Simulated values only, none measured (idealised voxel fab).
The process module presented herein is designated voxel capacitor over wiring.
Square cells of 5 nm make up the cross-section cut, whose width is 155 nm.
In what follows, cross-sections appear as grids of square cells, described through bands that run from the top down, where every band is one or more rows of cells. Heads up on the band format: heights come first, top then bottom, in nm. After that it's the materials left to right, each with its width in nm. A single material flagged "edge to edge" fills the whole band edge to edge, and "empty" means there's empty space there. Ref level 0: as-received wafer is one material below here. Bottom band extends down with no lower bound ("0 and below"). The notation "30..40" denotes a width that varies across the rows of cells in the band, beginning at the first number in the top row, finishing at the second number in the bottom row, and changing by an identical amount from each row to the next. For the purposes of this document, the phrase "no alterations made" attached to a step denotes that no cell within the cross-section was modified by that step. Reported under the label "Sealed void list" are the empty spaces having no open way to the top and comprising 8 cells or more; the notation for each is width x height at distance, in which the distance is measured from the left edge and all three values are in nm. after a step's settings: what the simulator itself notes on the step. Regarding "overlay nm": on a step with a mask, it is the distance the mask lay to the right of its planned place; a negative value places it to the left.
# List of planned process steps
1: RECEIVE (material Si)
2: CONFORMAL_DEP (material SiO2; thk nm 15)
3: DIRECTIONAL_DEP (material TiN; thk nm 5)
4: DIRECTIONAL_DEP (material W; thk nm 15)
5: PATTERN (tone cover; mask id METAL_1; material resist; width nm 25; pitch nm 95; thk nm 20; overlay nm 0)
6: DIRECTIONAL_ETCH (etch materials W; depth nm 15)
7: DIRECTIONAL_ETCH (etch materials TiN; depth nm 5)
8: STRIP (etch materials resist)
9: FILL_DEP (material lowk; thk nm 5)
10: CMP (height nm 35)
11: CONFORMAL_DEP (material SiCN; thk nm 5)
12: DIRECTIONAL_DEP (material SiO2; thk nm 20)
13: MASKED_ETCH (tone open; mask id PLUG_1; width nm 15; etch materials SiO2; depth nm 20; overlay nm 0)
14: MASKED_ETCH (tone open; mask id PLUG_1; width nm 15; etch materials SiCN; depth nm 5; overlay nm 0)
15: CONFORMAL_DEP (material TiN; thk nm 5)
16: FILL_DEP (material Cu; thk nm 5)
17: CMP (height nm 60)
18: DIRECTIONAL_DEP (material TiN; thk nm 10)
19: DIRECTIONAL_DEP (material SiN; thk nm 5)
20: DIRECTIONAL_DEP (material TiN; thk nm 10)
21: MASKED_ETCH (tone cover; mask id UPPER_PLATE; width nm 75; etch materials TiN; depth nm 10; overlay nm 0)
22: MASKED_ETCH (tone cover; mask id UPPER_PLATE; width nm 75; etch materials SiN; depth nm 5; overlay nm 0)
23: MASKED_ETCH (tone cover; mask id LOWER_PLATE; width nm 85; etch materials TiN; depth nm 10; overlay nm 0)
24: FILL_DEP (material SiO2; thk nm 15)
25: CMP (height nm 95)
26: PATTERN (tone open; mask id PLUG_2; material resist; width nm 15; thk nm 20; overlay nm 0)
27: DIRECTIONAL_ETCH (etch materials SiO2; depth nm 10)
28: STRIP (etch materials resist)
29: CONFORMAL_DEP (material TiN; thk nm 5)
30: FILL_DEP (material Ru; thk nm 5)
31: CMP (height nm 95)
32: CONFORMAL_DEP (material SiCN; thk nm 5)
# This is the cross-section of the wafer as we received it, i.e. after step 1
- 0 and below = Si edge to edge
- Sealed void list: none
# Module complete, cross-section. Starting point and plan per above. One mistake made in running the module
- 100 down to 95 = SiCN edge to edge
- 95 down to 90 = 35 of SiO2  5 of TiN  5 of Ru  5 of TiN  105 of SiO2
- 90 down to 85 = 35 of SiO2  15 of TiN  105 of SiO2
- 85 down to 75 = 25 of SiO2  75 of TiN  55 of SiO2
- 75 down to 70 = 25 of SiO2  75 of SiN  55 of SiO2
- 70 down to 60 = 20 of SiO2  85 of TiN  50 of SiO2
- 60 down to 40 = 25 of SiO2  5 of TiN  5 of Cu  5 of TiN  115 of SiO2
- 40 down to 35 = 25 of SiCN  15 of TiN  115 of SiCN
- 35 down to 30 = 15 of lowk  25 of TiN  70 of lowk  25 of TiN  20 of lowk
- 30 down to 0 = SiO2 edge to edge
- 0 and below = Si edge to edge
- Sealed void list: none
In executing the process, a mistake was made relative to the plan: heads up, step 2 of the plan got done twice
